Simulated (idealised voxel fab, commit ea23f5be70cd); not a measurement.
process module | voxel plated lines
cross-section cut | 290 nm wide | cells 5 nm
A cross-section is a grid of square cells, given in bands from the top down. A band is one or more rows of cells.
Each band's line starts with the height of the band's top and of its bottom, in nm. Then come its materials from left to right, each with its width in nm. One material with "throughout" fills the band from edge to edge. "air" is empty space.
Height 0 is the level under which the wafer as received is all one material. The lowest band goes on downwards, as in "0 down".
A width such as "30 to 40" changes by the same amount from each row of cells to the next, from the band's top row to its bottom row.
"no change" after a step means that no cell of the cross-section changed.
closed voids: empty space of 8 cells or more with no open way to the top, each as width x height at its distance from the left edge, in nm
after a step's settings: what the simulator itself notes on the step
overlay nm, on a step with a mask: how far to the right of its planned place the mask lay; to the left if negative
plan
1 op RECEIVE | material Si
2 op CONFORMAL_DEP | material SiN | thk nm 5
3 op DIRECTIONAL_DEP | material TiN | thk nm 5
4 op PATTERN | tone open | mask id LINES | material resist | width nm 15 | pitch nm 40 | thk nm 30 | overlay nm 0
5 op EPI | material Ru | thk nm 10
6 op EPI | material Ru | thk nm 10
7 op STRIP | etch materials resist
8 op DIRECTIONAL_ETCH | etch materials TiN | depth nm 5
9 op CONFORMAL_DEP | material SiO2 | thk nm 5
as received, after step 1
  0 down: Si throughout
  closed voids: none
first wafer at the end, as planned
  35 to 30: air 110 | SiO2 25 | air 15 | SiO2 25 | air 115
  30 to 10: air 110 | SiO2 5 | Ru 15 | SiO2 5 | air 15 | SiO2 5 | Ru 15 | SiO2 5 | air 115
  10 to 5: SiO2 115 | TiN 15 | SiO2 25 | TiN 15 | SiO2 120
  5 to 0: SiN throughout
  0 down: Si throughout
  closed voids: none
second wafer at the end: like start, like plan, one mistake
  35 to 30: SiO2 120 | air 5 | SiO2 35 | air 5 | SiO2 125
  30 to 10: Ru 115 | SiO2 5 | air 5 | SiO2 5 | Ru 25 | SiO2 5 | air 5 | SiO2 5 | Ru 120
  10 to 5: TiN 115 | SiO2 15 | TiN 25 | SiO2 15 | TiN 120
  5 to 0: SiN throughout
  0 down: Si throughout
  closed voids: none
what went wrong: step 4 ran as: op PATTERN | tone cover | mask id LINES | material resist | width nm 15 | pitch nm 40 | thk nm 30 | overlay nm 0
at the end the second wafer has, in cells: 184 more of Ru | 46 more of TiN
